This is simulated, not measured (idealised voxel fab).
process module | voxel capacitor over wiring
cross-section cut | 290 nm wide | cells 5 nm
A cross-section is a grid of square cells, given in bands from the top down. A band is one or more rows of cells.
Each band's line starts with the height of the band's top and of its bottom, in nm. Then come its materials from left to right, each with its width in nm. One material with "throughout" fills the band from edge to edge. "air" is empty space.
Height 0 is the level under which the wafer as received is all one material. The lowest band goes on downwards, as in "0 down".
A width such as "30 to 40" changes by the same amount from each row of cells to the next, from the band's top row to its bottom row.
"no change" after a step means that no cell of the cross-section changed.
closed voids: empty space of 8 cells or more with no open way to the top, each as width x height at its distance from the left edge, in nm
after a step's settings: what the simulator itself notes on the step
overlay nm, on a step with a mask: how far to the right of its planned place the mask lay; to the left if negative
plan
1 op RECEIVE | material Si
2 op CONFORMAL_DEP | material SiO2 | thk nm 10
3 op CONFORMAL_DEP | material SiCN | thk nm 5
4 op DIRECTIONAL_DEP | material lowk | thk nm 15
5 op MASKED_ETCH | tone open | mask id METAL_1 | width nm 30 | pitch nm 100 | etch materials lowk | depth nm 15 | overlay nm 0
6 op MASKED_ETCH | tone open | mask id METAL_1 | width nm 30 | pitch nm 100 | etch materials SiCN | depth nm 5 | overlay nm 0
7 op CONFORMAL_DEP | material TiN | thk nm 5
8 op FILL_DEP | material Ru | thk nm 10
9 op CMP | height nm 30
10 op CONFORMAL_DEP | material SiCN | thk nm 5
11 op DIRECTIONAL_DEP | material lowk | thk nm 15
12 op DIRECTIONAL_DEP | material aC | thk nm 15
13 op PATTERN | tone open | mask id PLUG_1 | material resist | width nm 15 | thk nm 30 | overlay nm 0
14 op DIRECTIONAL_ETCH | etch materials aC | depth nm 15
15 op STRIP | etch materials resist
16 op DIRECTIONAL_ETCH | etch materials lowk | depth nm 15
17 op DIRECTIONAL_ETCH | etch materials SiCN | depth nm 5
18 op STRIP | etch materials aC
19 op EPI | material Ru | thk nm 10
20 op EPI | material Ru | thk nm 10
21 op DIRECTIONAL_DEP | material TiN | thk nm 5
22 op DIRECTIONAL_DEP | material Al2O3 | thk nm 5
23 op DIRECTIONAL_DEP | material TiN | thk nm 10
24 op MASKED_ETCH | tone cover | mask id UPPER_PLATE | width nm 75 | etch materials TiN | depth nm 10 | overlay nm 0
25 op MASKED_ETCH | tone cover | mask id UPPER_PLATE | width nm 75 | etch materials Al2O3 | depth nm 5 | overlay nm 0
26 op DIRECTIONAL_DEP | material aC | thk nm 15
27 op PATTERN | tone cover | mask id LOWER_PLATE | material resist | width nm 85 | thk nm 35 | overlay nm -15
28 op DIRECTIONAL_ETCH | etch materials aC | depth nm 15
29 op STRIP | etch materials resist
30 op DIRECTIONAL_ETCH | etch materials TiN | depth nm 5
31 op STRIP | etch materials aC
32 op FILL_DEP | material SiO2 | thk nm 15
33 op CMP | height nm 80
34 op PATTERN | tone open | mask id PLUG_2 | material resist | width nm 15 | thk nm 15 | overlay nm 0
35 op DIRECTIONAL_ETCH | etch materials SiO2 | depth nm 10
36 op STRIP | etch materials resist
37 op CONFORMAL_DEP | material TiN | thk nm 5
38 op FILL_DEP | material Cu | thk nm 10
39 op CMP | height nm 80
40 op CONFORMAL_DEP | material SiN | thk nm 5
varied across the wafers: overlay nm of step 27. The plan shows the first wafer's value. All wafers start alike
first wafer as received, after step 1
  0 down: Si throughout
  closed voids: none
first wafer at the end, after step 40
  85 to 80: SiN throughout
  80 to 75: SiO2 105 | TiN 5 | Cu 5 | TiN 5 | SiO2 170
  75 to 65: SiO2 105 to 95 | TiN 15 to 65 | SiO2 170 to 130
  65 to 60: SiO2 95 | TiN 75 | SiO2 120
  60 to 55: SiO2 95 | Al2O3 75 | SiO2 120
  55 to 50: SiO2 75 | TiN 95 | SiO2 120
  50 to 35: lowk 95 | Ru 15 | lowk 180
  35 to 30: SiCN 95 | Ru 15 | SiCN 180
  30 to 15: lowk 80 | TiN 5 | Ru 20 | TiN 5 | lowk 70 | TiN 5 | Ru 20 | TiN 5 | lowk 80
  15 to 10: SiCN 80 | TiN 30 | SiCN 70 | TiN 30 | SiCN 80
  10 to 0: SiO2 throughout
  0 down: Si throughout
  closed voids: none
last wafer at the end
  85 to 80: SiN throughout
  80 to 75: SiO2 105 | TiN 5 | Cu 5 | TiN 5 | SiO2 170
  75 to 65: SiO2 105 | TiN 15 to 65 | SiO2 170 to 120
  65 to 60: SiO2 95 | TiN 75 | SiO2 120
  60 to 55: SiO2 95 | Al2O3 75 | SiO2 120
  55 to 50: SiO2 95 | TiN 95 | SiO2 100
  50 to 35: lowk 95 | Ru 15 | lowk 180
  35 to 30: SiCN 95 | Ru 15 | SiCN 180
  30 to 15: lowk 80 | TiN 5 | Ru 20 | TiN 5 | lowk 70 | TiN 5 | Ru 20 | TiN 5 | lowk 80
  15 to 10: SiCN 80 | TiN 30 | SiCN 70 | TiN 30 | SiCN 80
  10 to 0: SiO2 throughout
  0 down: Si throughout
  closed voids: none
each wafer at the end: cells of each material gained (+) or lost (-) since it was received, then its closed voids
overlay nm -15 | +15 Al2O3 | +1 Cu | +36 Ru | +101 SiCN | +58 SiN | +396 SiO2 | +76 TiN | +303 lowk | closed voids: none
overlay nm -10 | +15 Al2O3 | +1 Cu | +36 Ru | +101 SiCN | +58 SiN | +396 SiO2 | +76 TiN | +303 lowk | closed voids: none
overlay nm -5 | +15 Al2O3 | +1 Cu | +36 Ru | +101 SiCN | +58 SiN | +396 SiO2 | +76 TiN | +303 lowk | closed voids: none
overlay nm 0 | +15 Al2O3 | +1 Cu | +36 Ru | +101 SiCN | +58 SiN | +396 SiO2 | +76 TiN | +303 lowk | closed voids: none
overlay nm 5 | +15 Al2O3 | +1 Cu | +36 Ru | +101 SiCN | +58 SiN | +396 SiO2 | +76 TiN | +303 lowk | closed voids: none
overlay nm 10 | +15 Al2O3 | +1 Cu | +36 Ru | +101 SiCN | +58 SiN | +396 SiO2 | +76 TiN | +303 lowk | closed voids: none
overlay nm 15 | +15 Al2O3 | +1 Cu | +36 Ru | +101 SiCN | +58 SiN | +396 SiO2 | +76 TiN | +303 lowk | closed voids: none
